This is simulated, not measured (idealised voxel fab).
Presented below is a process module, voxel gate over fins.
FYI the section here is cut, 245 nm wide, cells are 5 nm squares.
Cross-section, as written here: a square-cell grid given band by band from the top down, where a band holds one or more rows of cells.
In this notation a band is specified by the heights of its top and bottom, in that order and in nm, after which its materials appear from left to right, each paired with its width in nm. The word "throughout" attached to a single material means that material fills the band from edge to edge; the word "air" stands for empty space.
Heights are reckoned from 0. Under this level, the received wafer is all of one material. The bottommost band is open-ended downward, for example "0 -> down".
With a width like "30..40", each row of cells in the band differs from the next by the same amount, the top row carrying the first number and the bottom row the second.
"no alterations made" (step): cross-section cells unchanged, all of them.
Closed-off voids of 8+ cells (no open route to the top) go in "Enclosed void list", written width x height at distance from the left edge, in nm.
That trailing text on a step's line, after the settings, is the simulator's own remark on the step.
Each step line may optionally specify "overlay nm", which for a step with a mask gives the rightward distance between the mask's planned place and where it lay, a negative value indicating the leftward direction.
## Steps in the process plan
1. RECEIVE [material Si]
2. CONFORMAL_DEP [material SiN] [thk nm 10]
3. DIRECTIONAL_DEP [material aC] [thk nm 10]
4. PATTERN [tone cover] [mask id FINS] [material resist] [width nm 15] [pitch nm 45] [thk nm 30] [overlay nm 0]
5. DIRECTIONAL_ETCH [etch materials aC] [depth nm 10]
6. STRIP [etch materials resist]
7. DIRECTIONAL_ETCH [etch materials SiN] [depth nm 10]
8. DIRECTIONAL_ETCH [etch materials Si] [depth nm 30]
9. STRIP [etch materials aC]
10. FILL_DEP [material SiO2] [thk nm 10]
11. CMP [height nm 10]
12. SELECTIVE_ETCH [etch materials SiO2] [depth nm 20]
13. STRIP [etch materials SiN]
14. CONFORMAL_DEP [material HfO2] [thk nm 5]
15. CONFORMAL_DEP [material TiN] [thk nm 5]
16. FILL_DEP [material W] [thk nm 10]
17. CMP [height nm 15]
18. CONFORMAL_DEP [material SiCN] [thk nm 5]
## first wafer, as planned
## Wafer at receipt (post step 1), cross-section
    0 -> down: Si throughout
    Enclosed void list: none
## Wafer after step 2 (cross-section)
    10 -> 0: SiN throughout
    Everything under 0 stays put, no change at all.
## Wafer after step 3 (cross-section)
    20 -> 10: aC throughout
    Everything under 10 stays put, no change at all.
## Wafer after step 4 (cross-section)
    50 -> 20: air 90, then resist 15, then air 30, then resist 15, then air 95
    Everything under 20 stays put, no change at all.
## Wafer after step 5 (cross-section)
    40 -> 20: air 90, then resist 15, then air 30, then resist 15, then air 95
    20 -> 10: air 90, then aC 15, then air 30, then aC 15, then air 95
    Everything under 10 stays put, no change at all.
## Wafer after step 6 (cross-section)
    20 -> 10: air 90, then aC 15, then air 30, then aC 15, then air 95
    Everything under 10 stays put, no change at all.
## Wafer after step 7 (cross-section)
    20 -> 10: air 90, then aC 15, then air 30, then aC 15, then air 95
    10 -> 0: air 90, then SiN 15, then air 30, then SiN 15, then air 95
    Everything under 0 stays put, no change at all.
## Wafer after step 8 (cross-section)
    20 -> 10: air 90, then aC 15, then air 30, then aC 15, then air 95
    10 -> 0: air 90, then SiN 15, then air 30, then SiN 15, then air 95
    0 -> -30: air 90, then Si 15, then air 30, then Si 15, then air 95
    Everything under -30 stays put, no change at all.
## Wafer after step 9 (cross-section)
    10 -> 0: air 90, then SiN 15, then air 30, then SiN 15, then air 95
    Everything under 0 stays put, no change at all.
## Wafer after step 10 (cross-section)
    20 -> 10: SiO2 throughout
    10 -> 0: SiO2 90, then SiN 15, then SiO2 30, then SiN 15, then SiO2 95
    0 -> -30: SiO2 90, then Si 15, then SiO2 30, then Si 15, then SiO2 95
    Everything under -30 stays put, no change at all.
## Wafer after step 11 (cross-section)
    10 -> 0: SiO2 90, then SiN 15, then SiO2 30, then SiN 15, then SiO2 95
    Everything under 0 stays put, no change at all.
## Wafer after step 12 (cross-section)
    10 -> 0: air 90, then SiN 15, then air 30, then SiN 15, then air 95
    0 -> -10: air 90, then Si 15, then air 30, then Si 15, then air 95
    Everything under -10 stays put, no change at all.
## Wafer after step 13 (cross-section)
    0 -> -10: air 90, then Si 15, then air 30, then Si 15, then air 95
    Everything under -10 stays put, no change at all.
## Wafer after step 14 (cross-section)
    5 -> 0: air 85, then HfO2 25, then air 20, then HfO2 25, then air 90
    0 -> -5: air 85, then HfO2 5, then Si 15, then HfO2 5, then air 20, then HfO2 5, then Si 15, then HfO2 5, then air 90
    -5 -> -10: HfO2 90, then Si 15, then HfO2 30, then Si 15, then HfO2 95
    Everything under -10 stays put, no change at all.
## Wafer after step 15 (cross-section)
    10 -> 5: air 80, then TiN 35, then air 10, then TiN 35, then air 85
    5 -> 0: air 80, then TiN 5, then HfO2 25, then TiN 5, then air 10, then TiN 5, then HfO2 25, then TiN 5, then air 85
    0 -> -5: TiN 85, then HfO2 5, then Si 15, then HfO2 5, then TiN 20, then HfO2 5, then Si 15, then HfO2 5, then TiN 90
    Everything under -5 stays put, no change at all.
## Wafer after step 16 (cross-section)
    20 -> 10: W throughout
    10 -> 5: W 80, then TiN 35, then W 10, then TiN 35, then W 85
    5 -> 0: W 80, then TiN 5, then HfO2 25, then TiN 5, then W 10, then TiN 5, then HfO2 25, then TiN 5, then W 85
    Everything under 0 stays put, no change at all.
## Wafer after step 17 (cross-section)
    15 -> 10: W throughout
    Everything under 10 stays put, no change at all.
## Wafer after step 18 (cross-section)
    20 -> 15: SiCN throughout
    Everything under 15 stays put, no change at all.
## Wafer two of two - same starting point, same process plan, one mistake in execution; matches wafer one up to and including step 3
## Second wafer shown in cross-section at the time step 4 was slated to end
    50 -> 20: air 90, then resist 20, then air 25, then resist 20, then air 90
    Everything under 20 stays put, no change at all.
## Second wafer shown in cross-section at the time step 5 was slated to end
    40 -> 20: air 90, then resist 20, then air 25, then resist 20, then air 90
    20 -> 10: air 90, then aC 20, then air 25, then aC 20, then air 90
    Everything under 10 stays put, no change at all.
## Second wafer shown in cross-section at the time step 6 was slated to end
    20 -> 10: air 90, then aC 20, then air 25, then aC 20, then air 90
    Everything under 10 stays put, no change at all.
## Second wafer shown in cross-section at the time step 7 was slated to end
    20 -> 10: air 90, then aC 20, then air 25, then aC 20, then air 90
    10 -> 0: air 90, then SiN 20, then air 25, then SiN 20, then air 90
    Everything under 0 stays put, no change at all.
## Second wafer shown in cross-section at the time step 8 was slated to end
    20 -> 10: air 90, then aC 20, then air 25, then aC 20, then air 90
    10 -> 0: air 90, then SiN 20, then air 25, then SiN 20, then air 90
    0 -> -30: air 90, then Si 20, then air 25, then Si 20, then air 90
    Everything under -30 stays put, no change at all.
## Second wafer shown in cross-section at the time step 9 was slated to end
    10 -> 0: air 90, then SiN 20, then air 25, then SiN 20, then air 90
    Everything under 0 stays put, no change at all.
## Second wafer shown in cross-section at the time step 10 was slated to end
    20 -> 10: SiO2 throughout
    10 -> 0: SiO2 90, then SiN 20, then SiO2 25, then SiN 20, then SiO2 90
    0 -> -30: SiO2 90, then Si 20, then SiO2 25, then Si 20, then SiO2 90
    Everything under -30 stays put, no change at all.
## Second wafer shown in cross-section at the time step 11 was slated to end
    10 -> 0: SiO2 90, then SiN 20, then SiO2 25, then SiN 20, then SiO2 90
    Everything under 0 stays put, no change at all.
## Second wafer shown in cross-section at the time step 12 was slated to end
    10 -> 0: air 90, then SiN 20, then air 25, then SiN 20, then air 90
    0 -> -10: air 90, then Si 20, then air 25, then Si 20, then air 90
    Everything under -10 stays put, no change at all.
## Second wafer shown in cross-section at the time step 13 was slated to end
    0 -> -10: air 90, then Si 20, then air 25, then Si 20, then air 90
    Everything under -10 stays put, no change at all.
## Second wafer shown in cross-section at the time step 14 was slated to end
    5 -> 0: air 85, then HfO2 30, then air 15, then HfO2 30, then air 85
    0 -> -5: air 85, then HfO2 5, then Si 20, then HfO2 5, then air 15, then HfO2 5, then Si 20, then HfO2 5, then air 85
    -5 -> -10: HfO2 90, then Si 20, then HfO2 25, then Si 20, then HfO2 90
    Everything under -10 stays put, no change at all.
## Second wafer shown in cross-section at the time step 15 was slated to end
    10 -> 5: air 80, then TiN 40, then air 5, then TiN 40, then air 80
    5 -> 0: air 80, then TiN 5, then HfO2 30, then TiN 5, then air 5, then TiN 5, then HfO2 30, then TiN 5, then air 80
    0 -> -5: TiN 85, then HfO2 5, then Si 20, then HfO2 5, then TiN 15, then HfO2 5, then Si 20, then HfO2 5, then TiN 85
    Everything under -5 stays put, no change at all.
## Second wafer shown in cross-section at the time step 16 was slated to end
    20 -> 10: W throughout
    10 -> 5: W 80, then TiN 40, then W 5, then TiN 40, then W 80
    5 -> 0: W 80, then TiN 5, then HfO2 30, then TiN 5, then W 5, then TiN 5, then HfO2 30, then TiN 5, then W 80
    Everything under 0 stays put, no change at all.
## Second wafer shown in cross-section at the time step 17 was slated to end
    15 -> 10: W throughout
    Everything under 10 stays put, no change at all.
## Second wafer shown in cross-section at the time step 18 was slated to end
    20 -> 15: SiCN throughout
    Everything under 15 stays put, no change at all.
What broke from the plan during processing? step 4 off recipe, ran as PATTERN [tone cover] [mask id FINS] [material resist] [width nm 20] [pitch nm 45] [thk nm 30] [overlay nm 0]
End of process, cell counts, second wafer against first, materials with more or fewer: Si +12; SiO2 -8; W -4
